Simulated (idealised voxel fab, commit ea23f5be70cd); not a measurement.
voxel self aligned contacts: a process module
We display cut, a cross-section 150 nm in width whose square cells are each 5 nm.
Square cells in a grid make up a cross-section in this document, and the grid is given as bands, listed from the top down, each one or more rows of cells.
Top, bottom (nm), then materials left to right with widths (nm); lone material tagged "all across" fills the whole band edge to edge; "empty" = empty space.
Height 0 is the level under which the wafer as received is all one material. The lowest band goes on downwards, as in "0 -> down".
The width entry "30 to 40" should be interpreted row by row: the top row of cells in the band takes the first number, the bottom row takes the second number, and the change between adjacent rows is uniform throughout.
The cross-section has no changed cell in any step marked "changes: none".
Each empty space that has no open way to the top and spans at least 8 cells appears under "Trapped void list" as width x height at distance, the distance counted from the left edge, all in nm.
That trailing text on a step's line, after the settings, is the simulator's own remark on the step.
When a step includes a mask, the "overlay nm" setting on its line states how far to the right of its planned place that mask lay, and negative values state how far to the left.
The steps planned for the process are as follows:
1,RECEIVE with material Si
2,OXIDIZE with depth nm 5
3,DIRECTIONAL_DEP with material polySi, thk nm 20
4,DIRECTIONAL_DEP with material SiN, thk nm 20
5,MASKED_ETCH with tone cover, mask id GATE, width nm 35, pitch nm 65, etch materials SiN, depth nm 20, overlay nm 0
6,MASKED_ETCH with tone cover, mask id GATE, width nm 35, pitch nm 65, etch materials polySi, depth nm 20, overlay nm 0
7,CONFORMAL_DEP with material SiN, thk nm 5
8,DIRECTIONAL_ETCH with etch materials SiN, depth nm 5
9,FILL_DEP with material SiO2, thk nm 20
10,CMP with height nm 50
11,MASKED_ETCH with tone open, mask id CONTACT, width nm 40, etch materials SiO2, depth nm 55, overlay nm 0
12,CONFORMAL_DEP with material TiN, thk nm 5
13,FILL_DEP with material Ru, thk nm 5
14,CMP with height nm 50
15,CONFORMAL_DEP with material SiN, thk nm 5
Delivered wafer in cross-section: state after step 1:
    0 -> down = Si all across
    Trapped void list: none
First of two wafers, end-of-module section, run followed plan:
    55 -> 50 = SiN all across
    50 -> 40 = 55 of SiO2, 5 to 15 of TiN, 30 to 10 of Ru, 5 to 15 of TiN, 55 of SiO2
    40 -> 20 = 20 of SiO2, 45 of SiN, 5 of TiN, 10 of Ru, 5 of TiN, 45 of SiN, 20 of SiO2
    20 -> 0 = 20 of SiO2, 5 of SiN, 35 of polySi, 5 of SiN, 5 of TiN, 10 of Ru, 5 of TiN, 5 of SiN, 35 of polySi, 5 of SiN, 20 of SiO2
    0 -> -5 = 65 of SiO2, 20 of TiN, 65 of SiO2
    -5 -> down = Si all across
    Trapped void list: none
Cross-section at end of module for the second wafer of two, which matched the first in starting point and plan and differed by one mistake in its processing:
    55 -> 50 = SiN all across
    50 -> 40 = 55 of SiO2, 5 to 15 of TiN, 30 to 10 of Ru, 5 to 15 of TiN, 55 of SiO2
    40 -> 20 = 20 of SiO2, 45 of SiN, 5 of TiN, 10 of Ru, 5 of TiN, 45 of SiN, 20 of SiO2
    20 -> 5 = 20 of SiO2, 5 of SiN, 35 of polySi, 5 of SiN, 5 of TiN, 10 of Ru, 5 of TiN, 5 of SiN, 35 of polySi, 5 of SiN, 20 of SiO2
    5 -> 0 = 20 of SiO2, 5 of SiN, 35 of polySi, 5 of SiN, 20 of TiN, 5 of SiN, 35 of polySi, 5 of SiN, 20 of SiO2
    0 -> down = Si all across
    Trapped void list: none
In executing the process, a mistake was made relative to the plan: the plan's step 2 went unexecuted, having been skipped
In the final state, the cell counts of the second wafer exceed or fall short of those of the first for the following materials: Ru -2, Si +30, SiO2 -26, TiN -2
